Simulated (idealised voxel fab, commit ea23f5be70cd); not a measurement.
Proc. module: voxel capacitor over wiring
This is section cut - it's 175 nm across, gridded in 5 nm square cells.
For the purposes of this document, a cross-section shall be understood as a grid of square cells, specified as bands listed in top-to-bottom order, each band consisting of one or more rows of cells.
It is stipulated that each band's entry specify, in nanometres, the height of the top of the band and then that of its bottom, followed by the materials of the band in left-to-right sequence, each together with its width in nanometres. A single material marked by the word "all across" is understood to fill the band from edge to edge; the word "empty" is understood to denote empty space.
All heights in this document are referenced to 0, defined as the level beneath which the wafer, as received, consists entirely of one material. The lowest band is not bounded below; it extends indefinitely downward and is written in the form "top 0, no bottom".
Width spec "30..40" -> top row of cells at first value, bottom row at second value, equal per-row change in between.
The cross-section has no changed cell in any step marked "nothing different".
This entry, "closed voids", enumerates those empty regions of no fewer than 8 cells that possess no open connection to the top. Each region is reported in the form width x height at distance, the distance being taken from the left edge, with all three quantities expressed in nm.
Post-settings text on a step line: simulator's own remark regarding the step.
overlay nm: mask offset rightward from planned place, masked step; negative means leftward offset.

[The process steps that were planned are listed below]
1,RECEIVE (material Si)
2,CONFORMAL_DEP (material SiO2; thk nm 15)
3,DIRECTIONAL_DEP (material TiN; thk nm 5)
4,DIRECTIONAL_DEP (material Ru; thk nm 20)
5,PATTERN (tone cover; mask id METAL_1; material resist; width nm 20; pitch nm 70; thk nm 15; overlay nm 0)
6,DIRECTIONAL_ETCH (etch materials Ru; depth nm 20)
7,DIRECTIONAL_ETCH (etch materials TiN; depth nm 5)
8,STRIP (etch materials resist)
9,FILL_DEP (material lowk; thk nm 10)
10,CMP (height nm 40)
11,CONFORMAL_DEP (material SiCN; thk nm 5)
12,DIRECTIONAL_DEP (material SiO2; thk nm 20)
13,PATTERN (tone open; mask id PLUG_1; material resist; width nm 15; thk nm 20; overlay nm 0)
14,DIRECTIONAL_ETCH (etch materials SiO2; depth nm 10)
15,DIRECTIONAL_ETCH (etch materials SiCN; depth nm 5)
16,STRIP (etch materials resist)
17,CONFORMAL_DEP (material TiN; thk nm 5)
18,FILL_DEP (material Ru; thk nm 10)
19,CMP (height nm 65)
20,DIRECTIONAL_DEP (material TiN; thk nm 5)
21,DIRECTIONAL_DEP (material SiN; thk nm 5)
22,DIRECTIONAL_DEP (material TiN; thk nm 5)
23,PATTERN (tone cover; mask id UPPER_PLATE; material resist; width nm 55; thk nm 20; overlay nm 0)
24,DIRECTIONAL_ETCH (etch materials TiN; depth nm 5)
25,DIRECTIONAL_ETCH (etch materials SiN; depth nm 5)
26,STRIP (etch materials resist)
27,MASKED_ETCH (tone cover; mask id LOWER_PLATE; width nm 65; etch materials TiN; depth nm 5; overlay nm 0)
28,FILL_DEP (material SiO2; thk nm 15)
29,CMP (height nm 90)
30,DIRECTIONAL_DEP (material aC; thk nm 10)
31,PATTERN (tone open; mask id PLUG_2; material resist; width nm 15; thk nm 25; overlay nm 0)
32,DIRECTIONAL_ETCH (etch materials aC; depth nm 10)
33,STRIP (etch materials resist)
34,DIRECTIONAL_ETCH (etch materials SiO2; depth nm 10)
35,STRIP (etch materials aC)
36,CONFORMAL_DEP (material TiN; thk nm 5)
37,FILL_DEP (material W; thk nm 5)
38,CMP (height nm 90)
39,CONFORMAL_DEP (material SiCN; thk nm 5)
For clarity, it should be stated that the wafers under discussion commence in an identical condition and differ with respect to the depth nm of step 14, the plan indicating the value that the first wafer had.

[Step 1 complete: as-received cross-section of the first of several wafers]
  top 0, no bottom | Si all across
  closed voids: none

[Rows = wafers. At module end, each row lists per material the cells gained (+) or lost (-) since the wafer was received, then the closed voids]
depth nm 10 | +33 Ru | +70 SiCN | +11 SiN | +373 SiO2 | +42 TiN | +1 W | +135 lowk | closed voids: none
depth nm 15 | +34 Ru | +70 SiCN | +11 SiN | +370 SiO2 | +44 TiN | +1 W | +135 lowk | closed voids: none
depth nm 20 | +36 Ru | +67 SiCN | +11 SiN | +367 SiO2 | +48 TiN | +1 W | +135 lowk | closed voids: none
depth nm 25 | +36 Ru | +67 SiCN | +11 SiN | +367 SiO2 | +48 TiN | +1 W | +135 lowk | closed voids: none
depth nm 30 | +36 Ru | +67 SiCN | +11 SiN | +367 SiO2 | +48 TiN | +1 W | +135 lowk | closed voids: none
depth nm 35 | +36 Ru | +67 SiCN | +11 SiN | +367 SiO2 | +48 TiN | +1 W | +135 lowk | closed voids: none
